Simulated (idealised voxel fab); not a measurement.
A process module follows: voxel ribs on slabs.
For reference, the cross-section in this document is cut, with width 265 nm and square cells of 5 nm.
Format of a cross-section: grid, square cells. Given as bands. Order: top down. Band: one or more rows of cells.
This entry defines a band. It first specifies the height of the band's top and the height of its bottom in nm, and then specifies the band's materials from left to right, stating each material with its width in nm. The word "all across" identifies a single material that fills the band from edge to edge, while the word "air" identifies empty space.
Height reference: 0 = level under which incoming wafer is all one material. Lowest band: no bottom, runs on downward, e.g. "0 and below".
Width "30..40": first value at the band's top row of cells, second value at its bottom row, equal change from row to row.
"nothing got changed" -> step changed no cross-section cell.
"Sealed void listing" means: voids of 8 cells or more that are shut off from the top with no open way through. Written width x height at distance, distance from the left edge, in nm.
If you see something after the settings on a step's line, that's the simulator's own remark about that step.
overlay nm: mask offset rightward from planned place, masked step; negative means leftward offset.
[Here's what the planned process steps look like]
1: RECEIVE: material Si
2: DIRECTIONAL_DEP: material SiO2, thk nm 20
3: DIRECTIONAL_DEP: material polySi, thk nm 20
4: DIRECTIONAL_DEP: material aC, thk nm 15
5: PATTERN: tone cover, mask id RIB, material resist, width nm 20, thk nm 30, overlay nm 0
6: DIRECTIONAL_ETCH: etch materials aC, depth nm 15
7: STRIP: etch materials resist
8: DIRECTIONAL_ETCH: etch materials polySi, depth nm 10
9: STRIP: etch materials aC
10: MASKED_ETCH: tone cover, mask id SLAB, width nm 50, etch materials polySi, depth nm 10, overlay nm 0
11: FILL_DEP: material SiO2, thk nm 15
12: CMP: height nm 50
13: DIRECTIONAL_DEP: material W, thk nm 10
14: MASKED_ETCH: tone cover, mask id HEATER, width nm 30, etch materials W, depth nm 10, overlay nm 0
15: CONFORMAL_DEP: material SiN, thk nm 5
[Shown in cross-section is the wafer as received, that is, as it stands after step 1]
0 and below = Si all across
Sealed void listing: none
[Result of the module, cross-sectioned: start per above, plan per above, one error in how it was run]
65 down to 60 = 110 air  40 SiN  115 air
60 down to 55 = 110 air  5 SiN  30 W  5 SiN  115 air
55 down to 50 = 115 SiN  30 W  120 SiN
50 down to 40 = SiO2 all across
40 down to 30 = 120 SiO2  20 polySi  125 SiO2
30 down to 20 = 105 SiO2  50 polySi  110 SiO2
20 down to 0 = W all across
0 and below = Si all across
Sealed void listing: none
Diagnosis: step 2: run off-plan, actual operation and settings DIRECTIONAL_DEP: material W, thk nm 20
